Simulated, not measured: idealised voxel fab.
Process module in this document: voxel released beams
Displayed cross-section: cut, width of 145 nm, square cells sized 5 nm.
Cross-section = grid of square cells, listed top down in bands; band = one or more rows. It is stipulated that each band's entry specify, in nanometres, the height of the top of the band and then that of its bottom, followed by the materials of the band in left-to-right sequence, each together with its width in nanometres. A single material marked by the word "edge to edge" is understood to fill the band from edge to edge; the word "air" is understood to denote empty space. Basically, 0 is our baseline, since under it the wafer straight out of the box is all one material. The bottom band has no lower end and keeps on going down, so it looks like "z 0 and below". When a width is written as two numbers, as in "30..40", the first number is the width in the top row of cells of the band and the second is the width in its bottom row, and the width changes by the same amount from each row to the next. Step note "identical to before" = no cross-section cell changed. "Sealed void listing": empty spaces of 8 cells or more with no open way to the top, each given as width x height at distance, distance from the left edge, all in nm. Read whatever lies past the settings on a step's line as the simulator's own remark about the step. You can add "overlay nm" to a step's line. For a step with a mask, it describes how far the mask lay to the right of its planned position, and a negative number describes a lay to the left.

[Steps planned for the process]
1. RECEIVE, material Si
2. CONFORMAL_DEP, material Al2O3, thk nm 10
3. DIRECTIONAL_DEP, material SiO2, thk nm 15
4. DIRECTIONAL_DEP, material aC, thk nm 10
5. PATTERN, tone open, mask id ANCHOR, material resist, width nm 45, thk nm 25, overlay nm 0
6. DIRECTIONAL_ETCH, etch materials aC, depth nm 10
7. STRIP, etch materials resist
8. DIRECTIONAL_ETCH, etch materials SiO2, depth nm 15
9. STRIP, etch materials aC
10. CONFORMAL_DEP, material polySi, thk nm 15
11. PATTERN, tone cover, mask id BEAM, material resist, width nm 110, thk nm 20, overlay nm 0
12. DIRECTIONAL_ETCH, etch materials polySi, depth nm 15
13. STRIP, etch materials resist
14. STRIP, etch materials SiO2

[The first of two wafers, run as planned]

[Here's what the wafer looked like in cross-section when it arrived - that's after step 1]
> z 0 and below | Si edge to edge
> Sealed void listing: none

[Wafer xsec, post step 2]
> z 10 to 0 | Al2O3 edge to edge
> Nothing below the height 0 has changed.

[Wafer xsec, post step 3]
> z 25 to 10 | SiO2 edge to edge
> Nothing below the height 10 has changed.

[Wafer xsec, post step 4]
> z 35 to 25 | aC edge to edge
> Nothing below the height 25 has changed.

[Wafer xsec, post step 5]
> z 60 to 35 | resist 20, then air 45, then resist 80
> Nothing below the height 35 has changed.

[Wafer xsec, post step 6]
> z 50 to 35 | resist 20, then air 45, then resist 80
> z 35 to 25 | aC 20, then air 45, then aC 80
> Nothing below the height 25 has changed.

[Wafer xsec, post step 7]
> z 35 to 25 | aC 20, then air 45, then aC 80
> Nothing below the height 25 has changed.

[Wafer xsec, post step 8]
> z 35 to 25 | aC 20, then air 45, then aC 80
> z 25 to 10 | SiO2 20, then air 45, then SiO2 80
> Nothing below the height 10 has changed.

[Wafer xsec, post step 9]
> z 25 to 10 | SiO2 20, then air 45, then SiO2 80
> Nothing below the height 10 has changed.

[Wafer xsec, post step 10]
> z 40 to 25 | polySi 35, then air 15, then polySi 95
> z 25 to 10 | SiO2 20, then polySi 45, then SiO2 80
> Nothing below the height 10 has changed.

[Wafer xsec, post step 11]
> z 60 to 40 | air 15, then resist 110, then air 20
> z 40 to 25 | polySi 35, then resist 15, then polySi 95
> Nothing below the height 25 has changed.

[Wafer xsec, post step 12]
> z 60 to 40 | air 15, then resist 110, then air 20
> z 40 to 25 | air 15, then polySi 20, then resist 15, then polySi 75, then air 20
> Nothing below the height 25 has changed.

[Wafer xsec, post step 13]
> z 40 to 25 | air 15, then polySi 20, then air 15, then polySi 75, then air 20
> Nothing below the height 25 has changed.

[Wafer xsec, post step 14]
> z 40 to 25 | air 15, then polySi 20, then air 15, then polySi 75, then air 20
> z 25 to 10 | air 20, then polySi 45, then air 80
> Nothing below the height 10 has changed.

[Wafer two. Identical start, identical plan. One mistake in execution. Identical history through step 9]

[Second wafer: cross-section at the scheduled end of step 10]
> z 55 to 25 | polySi edge to edge
> z 25 to 10 | SiO2 20, then polySi 45, then SiO2 80
> Nothing below the height 10 has changed.

[Second wafer: cross-section at the scheduled end of step 11]
> z 75 to 55 | air 15, then resist 110, then air 20
> Nothing below the height 55 has changed.

[Second wafer: cross-section at the scheduled end of step 12]
> z 75 to 55 | air 15, then resist 110, then air 20
> z 55 to 40 | air 15, then polySi 110, then air 20
> Nothing below the height 40 has changed.

[Second wafer: cross-section at the scheduled end of step 13]
> z 55 to 40 | air 15, then polySi 110, then air 20
> Nothing below the height 40 has changed.

Second wafer: cross-section at the scheduled end of step 14: identical to before
What was done differently from what was planned? step 10 was run twice
It is noted that, at the conclusion of processing, the second wafer exhibits a higher or lower cell count for certain materials relative to the first: SiO2: 60 more; polySi: 96 more
